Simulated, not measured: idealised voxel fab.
Process module name: voxel air gaps
This is section cut - it's 215 nm across, gridded in 5 nm square cells.
Format of a cross-section: grid, square cells. Given as bands. Order: top down. Band: one or more rows of cells. Heights first: top, then bottom, in nm. Then materials, left to right, each with a width in nm. "all across" on a single material: fills the band edge to edge. "empty": empty space. Counting heights begins at 0, where everything beneath is, in the wafer as received, one material. The lowest band has no bottom; it goes on downwards, as "from 0 down" shows. Note: "30..40" means the width goes from the first number (top row of the band) to the second number (bottom row) in equal steps per row of cells. It should be understood that the words "nothing got changed", when stated for a given step, signify that the cross-section underwent no change in any of its cells during that step. The entry titled "Closed void entries" provides the empty spaces that have no open way to the top, restricted to those of 8 cells or more. Each is presented as width x height at distance, the distance being measured from the left edge, with all three in nm. What comes after the settings on a step's line is commentary from the simulator itself on that step. If you see "overlay nm" on a step's line and that step has a mask, it's telling you how far right of where it was planned the mask ended up; a negative number means it went left instead. Reading guide: pairs of cross-sections, before and after one process step; after view cut off at lowest changed band; step and settings listed under each pair. Pairs may stem from different runs of this module on the same starting wafer; continuity with the pair above only where the "Before-step section" entry states it.
BEFORE-STEP SECTION
- from 70 to 55 = aC all across
- from 55 to 20 = SiO2 all across
- from 20 to 15 = SiCN all across
- from 15 to 0 = SiO2 all across
- from 0 down = Si all across
- Closed void entries: none
AFTER THE STEP
- from 100 to 70 = resist=50 / empty=15 / resist=35 / empty=15 / resist=35 / empty=15 / resist=50
- Beneath the level 70, the cross-section is identical to its previous state.
- Closed void entries: none
Operation between the pre and post cross-sections above: op PATTERN | tone open | mask id LINES | material resist | width nm 15 | pitch nm 50 | thk nm 30 | overlay nm 0
Before-step section: Reference is made to the cross-section shown after the step in the pair directly above, which represents the state prior to this step.
AFTER THE STEP
- from 85 to 70 = resist=50 / empty=15 / resist=35 / empty=15 / resist=35 / empty=15 / resist=50
- from 70 to 55 = aC=50 / empty=15 / aC=35 / empty=15 / aC=35 / empty=15 / aC=50
- Beneath the level 55, the cross-section is identical to its previous state.
- Closed void entries: none
Operation between the pre and post cross-sections above: op DIRECTIONAL_ETCH | etch materials aC | depth nm 15
Before-step section: Reference is made to the cross-section shown after the step in the pair directly above, which represents the state prior to this step.
AFTER THE STEP
- from 70 to 55 = aC=50 / empty=15 / aC=35 / empty=15 / aC=35 / empty=15 / aC=50
- Beneath the level 55, the cross-section is identical to its previous state.
- Closed void entries: none
Operation between the pre and post cross-sections above: op STRIP | etch materials resist
Before-step section: Reference is made to the cross-section shown after the step in the pair directly above, which represents the state prior to this step.
AFTER THE STEP
- from 70 to 55 = aC=50 / empty=15 / aC=35 / empty=15 / aC=35 / empty=15 / aC=50
- from 55 to 20 = SiO2=50 / empty=15 / SiO2=35 / empty=15 / SiO2=35 / empty=15 / SiO2=50
- Beneath the level 20, the cross-section is identical to its previous state.
- Closed void entries: none
Operation between the pre and post cross-sections above: op DIRECTIONAL_ETCH | etch materials SiO2 | depth nm 35
Before-step section: Reference is made to the cross-section shown after the step in the pair directly above, which represents the state prior to this step.
AFTER THE STEP
- from 55 to 20 = SiO2=50 / empty=15 / SiO2=35 / empty=15 / SiO2=35 / empty=15 / SiO2=50
- Beneath the level 20, the cross-section is identical to its previous state.
- Closed void entries: none
Operation between the pre and post cross-sections above: op STRIP | etch materials aC
Before-step section: Reference is made to the cross-section shown after the step in the pair directly above, which represents the state prior to this step.
AFTER THE STEP
- from 60 to 55 = TiN=55 / empty=5 / TiN=45 / empty=5 / TiN=45 / empty=5 / TiN=55
- from 55 to 25 = SiO2=50 / TiN=5 / empty=5 / TiN=5 / SiO2=35 / TiN=5 / empty=5 / TiN=5 / SiO2=35 / TiN=5 / empty=5 / TiN=5 / SiO2=50
- from 25 to 20 = SiO2=50 / TiN=15 / SiO2=35 / TiN=15 / SiO2=35 / TiN=15 / SiO2=50
- Beneath the level 20, the cross-section is identical to its previous state.
- Closed void entries: none
Operation between the pre and post cross-sections above: op CONFORMAL_DEP | material TiN | thk nm 5
Before-step section: Reference is made to the cross-section shown after the step in the pair directly above, which represents the state prior to this step.
AFTER THE STEP
- from 65 to 60 = W all across
- from 60 to 55 = TiN=55 / W=5 / TiN=45 / W=5 / TiN=45 / W=5 / TiN=55
- from 55 to 25 = SiO2=50 / TiN=5 / W=5 / TiN=5 / SiO2=35 / TiN=5 / W=5 / TiN=5 / SiO2=35 / TiN=5 / W=5 / TiN=5 / SiO2=50
- Beneath the level 25, the cross-section is identical to its previous state.
- Closed void entries: none
Operation between the pre and post cross-sections above: op FILL_DEP | material W | thk nm 5
Before-step section: Reference is made to the cross-section shown after the step in the pair directly above, which represents the state prior to this step.
AFTER THE STEP
- from 55 to 25 = SiO2=50 / TiN=5 / W=5 / TiN=5 / SiO2=35 / TiN=5 / W=5 / TiN=5 / SiO2=35 / TiN=5 / W=5 / TiN=5 / SiO2=50
- Beneath the level 25, the cross-section is identical to its previous state.
- Closed void entries: none
Operation between the pre and post cross-sections above: op CMP | height nm 55
Before-step section: Reference is made to the cross-section shown after the step in the pair directly above, which represents the state prior to this step.
AFTER THE STEP
- from 65 to 55 = empty=40 / Ru=35 / empty=15 / Ru=35 / empty=15 / Ru=35 / empty=40
- Beneath the level 55, the cross-section is identical to its previous state.
- Closed void entries: none
Operation between the pre and post cross-sections above: op EPI | material Ru | thk nm 10
Before-step section: Reference is made to the cross-section shown after the step in the pair directly above, which represents the state prior to this step.
AFTER THE STEP
- from 65 to 55 = empty=40 / Ru=35 / empty=15 / Ru=35 / empty=15 / Ru=35 / empty=40
- from 55 to 25 = empty=50 / TiN=5 / W=5 / TiN=5 / empty=35 / TiN=5 / W=5 / TiN=5 / empty=35 / TiN=5 / W=5 / TiN=5 / empty=50
- from 25 to 20 = empty=50 / TiN=15 / empty=35 / TiN=15 / empty=35 / TiN=15 / empty=50
- Beneath the level 20, the cross-section is identical to its previous state.
- Closed void entries: none
Operation between the pre and post cross-sections above: op SELECTIVE_ETCH | etch materials SiO2 | depth nm 45
Before-step section: Reference is made to the cross-section shown after the step in the pair directly above, which represents the state prior to this step.
AFTER THE STEP
- from 70 to 65 = empty=35 / SiCN=45 / empty=5 / SiCN=45 / empty=5 / SiCN=45 / empty=35
- from 65 to 55 = empty=35 / SiCN=5 / Ru=35 / SiCN=5 / empty=5 / SiCN=5 / Ru=35 / SiCN=5 / empty=5 / SiCN=5 / Ru=35 / SiCN=5 / empty=35
- from 55 to 50 = empty=35 / SiCN=15 / TiN=5 / W=5 / TiN=5 / SiCN=15 / empty=5 / SiCN=15 / TiN=5 / W=5 / TiN=5 / SiCN=15 / empty=5 / SiCN=15 / TiN=5 / W=5 / TiN=5 / SiCN=15 / empty=35
- from 50 to 25 = empty=45 / SiCN=5 / TiN=5 / W=5 / TiN=5 / SiCN=5 / empty=25 / SiCN=5 / TiN=5 / W=5 / TiN=5 / SiCN=5 / empty=25 / SiCN=5 / TiN=5 / W=5 / TiN=5 / SiCN=5 / empty=45
- from 25 to 20 = SiCN=50 / TiN=15 / SiCN=35 / TiN=15 / SiCN=35 / TiN=15 / SiCN=50
- Beneath the level 20, the cross-section is identical to its previous state.
- Closed void entries: none
Operation between the pre and post cross-sections above: op CONFORMAL_DEP | material SiCN | thk nm 5
BEFORE-STEP SECTION
- from 70 to 55 = aC all across
- from 55 to 20 = SiO2 all across
- from 20 to 15 = SiCN all across
- from 15 to 0 = SiO2 all across
- from 0 down = Si all across
- Closed void entries: none
AFTER THE STEP
- from 100 to 70 = resist=50 / empty=25 / resist=25 / empty=25 / resist=25 / empty=25 / resist=40
- Beneath the level 70, the cross-section is identical to its previous state.
- Closed void entries: none
Operation between the pre and post cross-sections above: op PATTERN | tone open | mask id LINES | material resist | width nm 25 | pitch nm 50 | thk nm 30 | overlay nm 5
Before-step section: Reference is made to the cross-section shown after the step in the pair directly above, which represents the state prior to this step.
AFTER THE STEP
- from 85 to 70 = resist=50 / empty=25 / resist=25 / empty=25 / resist=25 / empty=25 / resist=40
- from 70 to 55 = aC=50 / empty=25 / aC=25 / empty=25 / aC=25 / empty=25 / aC=40
- Beneath the level 55, the cross-section is identical to its previous state.
- Closed void entries: none
Operation between the pre and post cross-sections above: op DIRECTIONAL_ETCH | etch materials aC | depth nm 15
Before-step section: Reference is made to the cross-section shown after the step in the pair directly above, which represents the state prior to this step.
AFTER THE STEP
- from 70 to 55 = aC=50 / empty=25 / aC=25 / empty=25 / aC=25 / empty=25 / aC=40
- Beneath the level 55, the cross-section is identical to its previous state.
- Closed void entries: none
Operation between the pre and post cross-sections above: op STRIP | etch materials resist
Before-step section: Reference is made to the cross-section shown after the step in the pair directly above, which represents the state prior to this step.
AFTER THE STEP
- from 70 to 55 = aC=50 / empty=25 / aC=25 / empty=25 / aC=25 / empty=25 / aC=40
- from 55 to 20 = SiO2=50 / empty=25 / SiO2=25 / empty=25 / SiO2=25 / empty=25 / SiO2=40
- Beneath the level 20, the cross-section is identical to its previous state.
- Closed void entries: none
Operation between the pre and post cross-sections above: op DIRECTIONAL_ETCH | etch materials SiO2 | depth nm 35
Before-step section: Reference is made to the cross-section shown after the step in the pair directly above, which represents the state prior to this step.
AFTER THE STEP
- from 55 to 20 = SiO2=50 / empty=25 / SiO2=25 / empty=25 / SiO2=25 / empty=25 / SiO2=40
- Beneath the level 20, the cross-section is identical to its previous state.
- Closed void entries: none
Operation between the pre and post cross-sections above: op STRIP | etch materials aC
Before-step section: Reference is made to the cross-section shown after the step in the pair directly above, which represents the state prior to this step.
AFTER THE STEP
- from 60 to 55 = TiN=55 / empty=15 / TiN=35 / empty=15 / TiN=35 / empty=15 / TiN=45
- from 55 to 25 = SiO2=50 / TiN=5 / empty=15 / TiN=5 / SiO2=25 / TiN=5 / empty=15 / TiN=5 / SiO2=25 / TiN=5 / empty=15 / TiN=5 / SiO2=40
- from 25 to 20 = SiO2=50 / TiN=25 / SiO2=25 / TiN=25 / SiO2=25 / TiN=25 / SiO2=40
- Beneath the level 20, the cross-section is identical to its previous state.
- Closed void entries: none
Operation between the pre and post cross-sections above: op CONFORMAL_DEP | material TiN | thk nm 5
Before-step section: Reference is made to the cross-section shown after the step in the pair directly above, which represents the state prior to this step.
AFTER THE STEP
- from 65 to 60 = W all across
- from 60 to 55 = TiN=55 / W=15 / TiN=35 / W=15 / TiN=35 / W=15 / TiN=45
- from 55 to 25 = SiO2=50 / TiN=5 / W=15 / TiN=5 / SiO2=25 / TiN=5 / W=15 / TiN=5 / SiO2=25 / TiN=5 / W=15 / TiN=5 / SiO2=40
- Beneath the level 25, the cross-section is identical to its previous state.
- Closed void entries: none
Operation between the pre and post cross-sections above: op FILL_DEP | material W | thk nm 5
Before-step section: Reference is made to the cross-section shown after the step in the pair directly above, which represents the state prior to this step.
AFTER THE STEP
- from 55 to 25 = SiO2=50 / TiN=5 / W=15 / TiN=5 / SiO2=25 / TiN=5 / W=15 / TiN=5 / SiO2=25 / TiN=5 / W=15 / TiN=5 / SiO2=40
- Beneath the level 25, the cross-section is identical to its previous state.
- Closed void entries: none
Operation between the pre and post cross-sections above: op CMP | height nm 55
Before-step section: Reference is made to the cross-section shown after the step in the pair directly above, which represents the state prior to this step.
AFTER THE STEP
- from 65 to 55 = empty=40 / Ru=45 / empty=5 / Ru=45 / empty=5 / Ru=45 / empty=30
- Beneath the level 55, the cross-section is identical to its previous state.
- Closed void entries: none
Operation between the pre and post cross-sections above: op EPI | material Ru | thk nm 10
Before-step section: Reference is made to the cross-section shown after the step in the pair directly above, which represents the state prior to this step.
AFTER THE STEP
- from 65 to 55 = empty=40 / Ru=45 / empty=5 / Ru=45 / empty=5 / Ru=45 / empty=30
- from 55 to 25 = empty=50 / TiN=5 / W=15 / TiN=5 / empty=25 / TiN=5 / W=15 / TiN=5 / empty=25 / TiN=5 / W=15 / TiN=5 / empty=40
- from 25 to 20 = empty=50 / TiN=25 / empty=25 / TiN=25 / empty=25 / TiN=25 / empty=40
- Beneath the level 20, the cross-section is identical to its previous state.
- Closed void entries: none
Operation between the pre and post cross-sections above: op SELECTIVE_ETCH | etch materials SiO2 | depth nm 45
Before-step section: Reference is made to the cross-section shown after the step in the pair directly above, which represents the state prior to this step.
AFTER THE STEP
- from 70 to 65 = empty=35 / SiCN=155 / empty=25
- from 65 to 55 = empty=35 / SiCN=5 / Ru=45 / SiCN=5 / Ru=45 / SiCN=5 / Ru=45 / SiCN=5 / empty=25
- from 55 to 50 = empty=35 / SiCN=15 / TiN=5 / W=15 / TiN=5 / SiCN=25 / TiN=5 / W=15 / TiN=5 / SiCN=25 / TiN=5 / W=15 / TiN=5 / SiCN=15 / empty=25
- from 50 to 25 = empty=45 / SiCN=5 / TiN=5 / W=15 / TiN=5 / SiCN=5 / empty=15 / SiCN=5 / TiN=5 / W=15 / TiN=5 / SiCN=5 / empty=15 / SiCN=5 / TiN=5 / W=15 / TiN=5 / SiCN=5 / empty=35
- from 25 to 20 = SiCN=50 / TiN=25 / SiCN=25 / TiN=25 / SiCN=25 / TiN=25 / SiCN=40
- Beneath the level 20, the cross-section is identical to its previous state.
- Closed void entries: 15 x 25 at 80; 15 x 25 at 130
Operation between the pre and post cross-sections above: op CONFORMAL_DEP | material SiCN | thk nm 5
BEFORE-STEP SECTION
- from 55 to 20 = SiO2=45 / empty=25 / SiO2=25 / empty=25 / SiO2=25 / empty=25 / SiO2=45
- from 20 to 15 = SiCN all across
- from 15 to 0 = SiO2 all across
- from 0 down = Si all across
- Closed void entries: none
AFTER THE STEP
- from 60 to 55 = Ru=50 / empty=15 / Ru=35 / empty=15 / Ru=35 / empty=15 / Ru=50
- from 55 to 25 = SiO2=45 / Ru=5 / empty=15 / Ru=5 / SiO2=25 / Ru=5 / empty=15 / Ru=5 / SiO2=25 / Ru=5 / empty=15 / Ru=5 / SiO2=45
- from 25 to 20 = SiO2=45 / Ru=25 / SiO2=25 / Ru=25 / SiO2=25 / Ru=25 / SiO2=45
- Beneath the level 20, the cross-section is identical to its previous state.
- Closed void entries: none
Operation between the pre and post cross-sections above: op CONFORMAL_DEP | material Ru | thk nm 5
Before-step section: Reference is made to the cross-section shown after the step in the pair directly above, which represents the state prior to this step.
AFTER THE STEP
- from 65 to 60 = W all across
- from 60 to 55 = Ru=50 / W=15 / Ru=35 / W=15 / Ru=35 / W=15 / Ru=50
- from 55 to 25 = SiO2=45 / Ru=5 / W=15 / Ru=5 / SiO2=25 / Ru=5 / W=15 / Ru=5 / SiO2=25 / Ru=5 / W=15 / Ru=5 / SiO2=45
- Beneath the level 25, the cross-section is identical to its previous state.
- Closed void entries: none
Operation between the pre and post cross-sections above: op FILL_DEP | material W | thk nm 5
Before-step section: Reference is made to the cross-section shown after the step in the pair directly above, which represents the state prior to this step.
AFTER THE STEP
- from 55 to 25 = SiO2=45 / Ru=5 / W=15 / Ru=5 / SiO2=25 / Ru=5 / W=15 / Ru=5 / SiO2=25 / Ru=5 / W=15 / Ru=5 / SiO2=45
- Beneath the level 25, the cross-section is identical to its previous state.
- Closed void entries: none
Operation between the pre and post cross-sections above: op CMP | height nm 55
Before-step section: Reference is made to the cross-section shown after the step in the pair directly above, which represents the state prior to this step.
AFTER THE STEP
- from 65 to 55 = empty=35 / Ru=45 / empty=5 / Ru=45 / empty=5 / Ru=45 / empty=35
- Beneath the level 55, the cross-section is identical to its previous state.
- Closed void entries: none
Operation between the pre and post cross-sections above: op EPI | material Ru | thk nm 10
Before-step section: Reference is made to the cross-section shown after the step in the pair directly above, which represents the state prior to this step.
AFTER THE STEP
- from 65 to 55 = empty=35 / Ru=45 / empty=5 / Ru=45 / empty=5 / Ru=45 / empty=35
- from 55 to 25 = empty=45 / Ru=5 / W=15 / Ru=5 / empty=25 / Ru=5 / W=15 / Ru=5 / empty=25 / Ru=5 / W=15 / Ru=5 / empty=45
- from 25 to 20 = empty=45 / Ru=25 / empty=25 / Ru=25 / empty=25 / Ru=25 / empty=45
- Beneath the level 20, the cross-section is identical to its previous state.
- Closed void entries: none
Operation between the pre and post cross-sections above: op SELECTIVE_ETCH | etch materials SiO2 | depth nm 45
Before-step section: Reference is made to the cross-section shown after the step in the pair directly above, which represents the state prior to this step.
AFTER THE STEP
- from 70 to 65 = empty=30 / SiCN=155 / empty=30
- from 65 to 55 = empty=30 / SiCN=5 / Ru=45 / SiCN=5 / Ru=45 / SiCN=5 / Ru=45 / SiCN=5 / empty=30
- from 55 to 50 = empty=30 / SiCN=15 / Ru=5 / W=15 / Ru=5 / SiCN=25 / Ru=5 / W=15 / Ru=5 / SiCN=25 / Ru=5 / W=15 / Ru=5 / SiCN=15 / empty=30
- from 50 to 25 = empty=40 / SiCN=5 / Ru=5 / W=15 / Ru=5 / SiCN=5 / empty=15 / SiCN=5 / Ru=5 / W=15 / Ru=5 / SiCN=5 / empty=15 / SiCN=5 / Ru=5 / W=15 / Ru=5 / SiCN=5 / empty=40
- from 25 to 20 = SiCN=45 / Ru=25 / SiCN=25 / Ru=25 / SiCN=25 / Ru=25 / SiCN=45
- Beneath the level 20, the cross-section is identical to its previous state.
- Closed void entries: 15 x 25 at 75; 15 x 25 at 125
Operation between the pre and post cross-sections above: op CONFORMAL_DEP | material SiCN | thk nm 5
BEFORE-STEP SECTION
- from 70 to 55 = aC all across
- from 55 to 20 = SiO2 all across
- from 20 to 15 = SiCN all across
- from 15 to 0 = SiO2 all across
- from 0 down = Si all across
- Closed void entries: none
AFTER THE STEP
- from 100 to 70 = empty=45 / resist=25 / empty=25 / resist=25 / empty=25 / resist=25 / empty=45
- Beneath the level 70, the cross-section is identical to its previous state.
- Closed void entries: none
Operation between the pre and post cross-sections above: op PATTERN | tone cover | mask id LINES | material resist | width nm 25 | pitch nm 50 | thk nm 30 | overlay nm 0
Before-step section: Reference is made to the cross-section shown after the step in the pair directly above, which represents the state prior to this step.
AFTER THE STEP
- from 85 to 70 = empty=45 / resist=25 / empty=25 / resist=25 / empty=25 / resist=25 / empty=45
- from 70 to 55 = empty=45 / aC=25 / empty=25 / aC=25 / empty=25 / aC=25 / empty=45
- Beneath the level 55, the cross-section is identical to its previous state.
- Closed void entries: none
Operation between the pre and post cross-sections above: op DIRECTIONAL_ETCH | etch materials aC | depth nm 15
Before-step section: Reference is made to the cross-section shown after the step in the pair directly above, which represents the state prior to this step.
AFTER THE STEP
- from 70 to 55 = empty=45 / aC=25 / empty=25 / aC=25 / empty=25 / aC=25 / empty=45
- Beneath the level 55, the cross-section is identical to its previous state.
- Closed void entries: none
Operation between the pre and post cross-sections above: op STRIP | etch materials resist
Before-step section: Reference is made to the cross-section shown after the step in the pair directly above, which represents the state prior to this step.
AFTER THE STEP
- from 70 to 55 = empty=45 / aC=25 / empty=25 / aC=25 / empty=25 / aC=25 / empty=45
- from 55 to 20 = empty=45 / SiO2=25 / empty=25 / SiO2=25 / empty=25 / SiO2=25 / empty=45
- Beneath the level 20, the cross-section is identical to its previous state.
- Closed void entries: none
Operation between the pre and post cross-sections above: op DIRECTIONAL_ETCH | etch materials SiO2 | depth nm 35
Before-step section: Reference is made to the cross-section shown after the step in the pair directly above, which represents the state prior to this step.
AFTER THE STEP
- from 55 to 20 = empty=45 / SiO2=25 / empty=25 / SiO2=25 / empty=25 / SiO2=25 / empty=45
- Beneath the level 20, the cross-section is identical to its previous state.
- Closed void entries: none
Operation between the pre and post cross-sections above: op STRIP | etch materials aC
Before-step section: Reference is made to the cross-section shown after the step in the pair directly above, which represents the state prior to this step.
AFTER THE STEP
- from 60 to 55 = empty=40 / TiN=35 / empty=15 / TiN=35 / empty=15 / TiN=35 / empty=40
- from 55 to 25 = empty=40 / TiN=5 / SiO2=25 / TiN=5 / empty=15 / TiN=5 / SiO2=25 / TiN=5 / empty=15 / TiN=5 / SiO2=25 / TiN=5 / empty=40
- from 25 to 20 = TiN=45 / SiO2=25 / TiN=25 / SiO2=25 / TiN=25 / SiO2=25 / TiN=45
- Beneath the level 20, the cross-section is identical to its previous state.
- Closed void entries: none
Operation between the pre and post cross-sections above: op CONFORMAL_DEP | material TiN | thk nm 5
Before-step section: Reference is made to the cross-section shown after the step in the pair directly above, which represents the state prior to this step.
AFTER THE STEP
- from 65 to 60 = W all across
- from 60 to 55 = W=40 / TiN=35 / W=15 / TiN=35 / W=15 / TiN=35 / W=40
- from 55 to 25 = W=40 / TiN=5 / SiO2=25 / TiN=5 / W=15 / TiN=5 / SiO2=25 / TiN=5 / W=15 / TiN=5 / SiO2=25 / TiN=5 / W=40
- Beneath the level 25, the cross-section is identical to its previous state.
- Closed void entries: none
Operation between the pre and post cross-sections above: op FILL_DEP | material W | thk nm 5
Before-step section: Reference is made to the cross-section shown after the step in the pair directly above, which represents the state prior to this step.
AFTER THE STEP
- from 55 to 25 = W=40 / TiN=5 / SiO2=25 / TiN=5 / W=15 / TiN=5 / SiO2=25 / TiN=5 / W=15 / TiN=5 / SiO2=25 / TiN=5 / W=40
- Beneath the level 25, the cross-section is identical to its previous state.
- Closed void entries: none
Operation between the pre and post cross-sections above: op CMP | height nm 55
Before-step section: Reference is made to the cross-section shown after the step in the pair directly above, which represents the state prior to this step.
AFTER THE STEP
- from 65 to 55 = Ru=55 / empty=5 / Ru=45 / empty=5 / Ru=45 / empty=5 / Ru=55
- Beneath the level 55, the cross-section is identical to its previous state.
- Closed void entries: none
Operation between the pre and post cross-sections above: op EPI | material Ru | thk nm 10
Before-step section: Reference is made to the cross-section shown after the step in the pair directly above, which represents the state prior to this step.
AFTER THE STEP
- from 65 to 55 = Ru=55 / empty=5 / Ru=45 / empty=5 / Ru=45 / empty=5 / Ru=55
- from 55 to 25 = W=40 / TiN=5 / empty=25 / TiN=5 / W=15 / TiN=5 / empty=25 / TiN=5 / W=15 / TiN=5 / empty=25 / TiN=5 / W=40
- from 25 to 20 = TiN=45 / empty=25 / TiN=25 / empty=25 / TiN=25 / empty=25 / TiN=45
- Beneath the level 20, the cross-section is identical to its previous state.
- Closed void entries: none
Operation between the pre and post cross-sections above: op SELECTIVE_ETCH | etch materials SiO2 | depth nm 45
Before-step section: Reference is made to the cross-section shown after the step in the pair directly above, which represents the state prior to this step.
AFTER THE STEP
- from 70 to 65 = SiCN all across
- from 65 to 55 = Ru=55 / SiCN=5 / Ru=45 / SiCN=5 / Ru=45 / SiCN=5 / Ru=55
- from 55 to 50 = W=40 / TiN=5 / SiCN=25 / TiN=5 / W=15 / TiN=5 / SiCN=25 / TiN=5 / W=15 / TiN=5 / SiCN=25 / TiN=5 / W=40
- from 50 to 25 = W=40 / TiN=5 / SiCN=5 / empty=15 / SiCN=5 / TiN=5 / W=15 / TiN=5 / SiCN=5 / empty=15 / SiCN=5 / TiN=5 / W=15 / TiN=5 / SiCN=5 / empty=15 / SiCN=5 / TiN=5 / W=40
- from 25 to 20 = TiN=45 / SiCN=25 / TiN=25 / SiCN=25 / TiN=25 / SiCN=25 / TiN=45
- Beneath the level 20, the cross-section is identical to its previous state.
- Closed void entries: 15 x 25 at 50; 15 x 25 at 100; 15 x 25 at 150
Operation between the pre and post cross-sections above: op CONFORMAL_DEP | material SiCN | thk nm 5
